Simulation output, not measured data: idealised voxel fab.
process module | voxel capacitor over wiring
cross-section cut | 265 nm wide | cells 5 nm
A cross-section is a grid of square cells, given in bands from the top down. A band is one or more rows of cells.
Each band's line starts with the height of the band's top and of its bottom, in nm. Then come its materials from left to right, each with its width in nm. One material with "throughout" fills the band from edge to edge. "air" is empty space.
Height 0 is the level under which the wafer as received is all one material. The lowest band goes on downwards, as in "0 down".
A width such as "30 to 40" changes by the same amount from each row of cells to the next, from the band's top row to its bottom row.
"no change" after a step means that no cell of the cross-section changed.
closed voids: empty space of 8 cells or more with no open way to the top, each as width x height at its distance from the left edge, in nm
after a step's settings: what the simulator itself notes on the step
overlay nm, on a step with a mask: how far to the right of its planned place the mask lay; to the left if negative
plan
1 op RECEIVE | material Si
2 op CONFORMAL_DEP | material SiO2 | thk nm 15
3 op DIRECTIONAL_DEP | material TiN | thk nm 5
4 op DIRECTIONAL_DEP | material W | thk nm 15
5 op PATTERN | tone cover | mask id METAL_1 | material resist | width nm 25 | pitch nm 80 | thk nm 15 | overlay nm 0
6 op DIRECTIONAL_ETCH | etch materials W | depth nm 15
7 op DIRECTIONAL_ETCH | etch materials TiN | depth nm 5
8 op STRIP | etch materials resist
9 op CONFORMAL_DEP | material SiCN | thk nm 5
10 op FILL_DEP | material lowk | thk nm 5
11 op CMP | height nm 35
12 op CONFORMAL_DEP | material SiCN | thk nm 5
13 op DIRECTIONAL_DEP | material lowk | thk nm 20
14 op PATTERN | tone open | mask id PLUG_1 | material resist | width nm 15 | thk nm 15 | overlay nm 0
15 op DIRECTIONAL_ETCH | etch materials lowk | depth nm 20
16 op DIRECTIONAL_ETCH | etch materials SiCN | depth nm 5
17 op STRIP | etch materials resist
18 op CONFORMAL_DEP | material TiN | thk nm 5
19 op FILL_DEP | material W | thk nm 5
20 op CMP | height nm 60
21 op DIRECTIONAL_DEP | material TiN | thk nm 5
22 op DIRECTIONAL_DEP | material HfO2 | thk nm 5
23 op DIRECTIONAL_DEP | material TiN | thk nm 5
24 op PATTERN | tone cover | mask id UPPER_PLATE | material resist | width nm 60 | thk nm 15 | overlay nm 0
25 op DIRECTIONAL_ETCH | etch materials TiN | depth nm 5
26 op DIRECTIONAL_ETCH | etch materials HfO2 | depth nm 5
27 op STRIP | etch materials resist
28 op PATTERN | tone cover | mask id LOWER_PLATE | material resist | width nm 70 | thk nm 15 | overlay nm 0
29 op DIRECTIONAL_ETCH | etch materials TiN | depth nm 5
30 op STRIP | etch materials resist
31 op FILL_DEP | material SiO2 | thk nm 15
32 op CMP | height nm 85
33 op DIRECTIONAL_DEP | material aC | thk nm 10
34 op PATTERN | tone open | mask id PLUG_2 | material resist | width nm 15 | thk nm 30 | overlay nm 0
35 op DIRECTIONAL_ETCH | etch materials aC | depth nm 10
36 op STRIP | etch materials resist
37 op DIRECTIONAL_ETCH | etch materials SiO2 | depth nm 10
38 op STRIP | etch materials aC
39 op CONFORMAL_DEP | material TiN | thk nm 5
40 op FILL_DEP | material Ru | thk nm 10
41 op CMP | height nm 85
42 op CONFORMAL_DEP | material SiCN | thk nm 5
first wafer, as planned
as received, after step 1
  0 down: Si throughout
  closed voids: none
after step 2
  15 to 0: SiO2 throughout
  below 0: unchanged
after step 3
  20 to 15: TiN throughout
  below 15: unchanged
after step 4
  35 to 20: W throughout
  below 20: unchanged
after step 5
  50 to 35: air 80 | resist 25 | air 55 | resist 25 | air 80
  below 35: unchanged
after step 6
  50 to 35: air 80 | resist 25 | air 55 | resist 25 | air 80
  35 to 20: air 80 | W 25 | air 55 | W 25 | air 80
  below 20: unchanged
after step 7
  50 to 35: air 80 | resist 25 | air 55 | resist 25 | air 80
  35 to 20: air 80 | W 25 | air 55 | W 25 | air 80
  20 to 15: air 80 | TiN 25 | air 55 | TiN 25 | air 80
  below 15: unchanged
after step 8
  35 to 20: air 80 | W 25 | air 55 | W 25 | air 80
  below 20: unchanged
after step 9
  40 to 35: air 75 | SiCN 35 | air 45 | SiCN 35 | air 75
  35 to 20: air 75 | SiCN 5 | W 25 | SiCN 5 | air 45 | SiCN 5 | W 25 | SiCN 5 | air 75
  20 to 15: SiCN 80 | TiN 25 | SiCN 55 | TiN 25 | SiCN 80
  below 15: unchanged
after step 10
  45 to 40: lowk throughout
  40 to 35: lowk 75 | SiCN 35 | lowk 45 | SiCN 35 | lowk 75
  35 to 20: lowk 75 | SiCN 5 | W 25 | SiCN 5 | lowk 45 | SiCN 5 | W 25 | SiCN 5 | lowk 75
  below 20: unchanged
after step 11
  35 to 20: lowk 75 | SiCN 5 | W 25 | SiCN 5 | lowk 45 | SiCN 5 | W 25 | SiCN 5 | lowk 75
  below 20: unchanged
after step 12
  40 to 35: SiCN throughout
  below 35: unchanged
after step 13
  60 to 40: lowk throughout
  below 40: unchanged
after step 14
  75 to 60: resist 90 | air 15 | resist 160
  below 60: unchanged
after step 15
  75 to 60: resist 90 | air 15 | resist 160
  60 to 40: lowk 90 | air 15 | lowk 160
  below 40: unchanged
after step 16
  75 to 60: resist 90 | air 15 | resist 160
  60 to 40: lowk 90 | air 15 | lowk 160
  40 to 35: SiCN 90 | air 15 | SiCN 160
  below 35: unchanged
after step 17
  60 to 40: lowk 90 | air 15 | lowk 160
  below 40: unchanged
after step 18
  65 to 60: TiN 95 | air 5 | TiN 165
  60 to 40: lowk 90 | TiN 5 | air 5 | TiN 5 | lowk 160
  40 to 35: SiCN 90 | TiN 15 | SiCN 160
  below 35: unchanged
after step 19
  70 to 65: W throughout
  65 to 60: TiN 95 | W 5 | TiN 165
  60 to 40: lowk 90 | TiN 5 | W 5 | TiN 5 | lowk 160
  below 40: unchanged
after step 20
  60 to 40: lowk 90 | TiN 5 | W 5 | TiN 5 | lowk 160
  below 40: unchanged
after step 21
  65 to 60: TiN throughout
  below 60: unchanged
after step 22
  70 to 65: HfO2 throughout
  below 65: unchanged
after step 23
  75 to 70: TiN throughout
  below 70: unchanged
after step 24
  90 to 75: air 90 | resist 60 | air 115
  below 75: unchanged
after step 25
  90 to 75: air 90 | resist 60 | air 115
  75 to 70: air 90 | TiN 60 | air 115
  below 70: unchanged
after step 26
  90 to 75: air 90 | resist 60 | air 115
  75 to 70: air 90 | TiN 60 | air 115
  70 to 65: air 90 | HfO2 60 | air 115
  below 65: unchanged
after step 27
  75 to 70: air 90 | TiN 60 | air 115
  below 70: unchanged
after step 28
  90 to 75: air 85 | resist 70 | air 110
  75 to 70: air 85 | resist 5 | TiN 60 | resist 5 | air 110
  70 to 65: air 85 | resist 5 | HfO2 60 | resist 5 | air 110
  below 65: unchanged
after step 29
  90 to 75: air 85 | resist 70 | air 110
  75 to 70: air 85 | resist 5 | TiN 60 | resist 5 | air 110
  70 to 65: air 85 | resist 5 | HfO2 60 | resist 5 | air 110
  65 to 60: air 85 | TiN 70 | air 110
  below 60: unchanged
after step 30
  75 to 70: air 90 | TiN 60 | air 115
  70 to 65: air 90 | HfO2 60 | air 115
  below 65: unchanged
after step 31
  90 to 75: SiO2 throughout
  75 to 70: SiO2 90 | TiN 60 | SiO2 115
  70 to 65: SiO2 90 | HfO2 60 | SiO2 115
  65 to 60: SiO2 85 | TiN 70 | SiO2 110
  below 60: unchanged
after step 32
  85 to 75: SiO2 throughout
  below 75: unchanged
after step 33
  95 to 85: aC throughout
  below 85: unchanged
after step 34
  125 to 95: resist 100 | air 15 | resist 150
  below 95: unchanged
after step 35
  115 to 95: resist 100 | air 15 | resist 150
  95 to 85: aC 100 | air 15 | aC 150
  below 85: unchanged
after step 36
  95 to 85: aC 100 | air 15 | aC 150
  below 85: unchanged
after step 37
  95 to 85: aC 100 | air 15 | aC 150
  85 to 75: SiO2 100 | air 15 | SiO2 150
  below 75: unchanged
after step 38
  85 to 75: SiO2 100 | air 15 | SiO2 150
  below 75: unchanged
after step 39
  90 to 85: TiN 105 | air 5 | TiN 155
  85 to 80: SiO2 100 | TiN 5 | air 5 | TiN 5 | SiO2 150
  80 to 70: SiO2 100 to 90 | TiN 15 to 60 | SiO2 150 to 115
  below 70: unchanged
after step 40
  100 to 90: Ru throughout
  90 to 85: TiN 105 | Ru 5 | TiN 155
  85 to 80: SiO2 100 | TiN 5 | Ru 5 | TiN 5 | SiO2 150
  below 80: unchanged
after step 41
  85 to 80: SiO2 100 | TiN 5 | Ru 5 | TiN 5 | SiO2 150
  below 80: unchanged
after step 42
  90 to 85: SiCN throughout
  below 85: unchanged
second wafer: like start, like plan, one mistake. Through step 21 it matches the first wafer
when step 22 should have ended: no change
when step 23 should have ended
  70 to 60: TiN throughout
  below 60: unchanged
when step 24 should have ended
  85 to 70: air 90 | resist 60 | air 115
  below 70: unchanged
when step 25 should have ended
  85 to 70: air 90 | resist 60 | air 115
  70 to 65: air 90 | TiN 60 | air 115
  below 65: unchanged
when step 26 should have ended: no change
when step 27 should have ended
  70 to 65: air 90 | TiN 60 | air 115
  below 65: unchanged
when step 28 should have ended
  85 to 70: air 85 | resist 70 | air 110
  70 to 65: air 85 | resist 5 | TiN 60 | resist 5 | air 110
  below 65: unchanged
when step 29 should have ended
  85 to 70: air 85 | resist 70 | air 110
  70 to 65: air 85 | resist 5 | TiN 60 | resist 5 | air 110
  65 to 60: air 85 | TiN 70 | air 110
  below 60: unchanged
when step 30 should have ended
  70 to 60: air 90 to 85 | TiN 60 to 70 | air 115 to 110
  below 60: unchanged
when step 31 should have ended
  85 to 70: SiO2 throughout
  70 to 60: SiO2 90 to 85 | TiN 60 to 70 | SiO2 115 to 110
  below 60: unchanged
when step 32 should have ended: no change
when step 33 should have ended
  95 to 85: aC throughout
  below 85: unchanged
when step 34 should have ended
  125 to 95: resist 100 | air 15 | resist 150
  below 95: unchanged
when step 35 should have ended
  115 to 95: resist 100 | air 15 | resist 150
  95 to 85: aC 100 | air 15 | aC 150
  below 85: unchanged
when step 36 should have ended
  95 to 85: aC 100 | air 15 | aC 150
  below 85: unchanged
when step 37 should have ended
  95 to 85: aC 100 | air 15 | aC 150
  85 to 75: SiO2 100 | air 15 | SiO2 150
  below 75: unchanged
when step 38 should have ended
  85 to 75: SiO2 100 | air 15 | SiO2 150
  below 75: unchanged
when step 39 should have ended
  90 to 85: TiN 105 | air 5 | TiN 155
  85 to 80: SiO2 100 | TiN 5 | air 5 | TiN 5 | SiO2 150
  80 to 75: SiO2 100 | TiN 15 | SiO2 150
  below 75: unchanged
when step 40 should have ended
  100 to 90: Ru throughout
  90 to 85: TiN 105 | Ru 5 | TiN 155
  85 to 80: SiO2 100 | TiN 5 | Ru 5 | TiN 5 | SiO2 150
  below 80: unchanged
when step 41 should have ended
  85 to 80: SiO2 100 | TiN 5 | Ru 5 | TiN 5 | SiO2 150
  below 80: unchanged
when step 42 should have ended
  90 to 85: SiCN throughout
  below 85: unchanged
what went wrong: step 22 was left out
at the end the second wafer has, in cells: 12 fewer of HfO2 | 12 more of SiO2
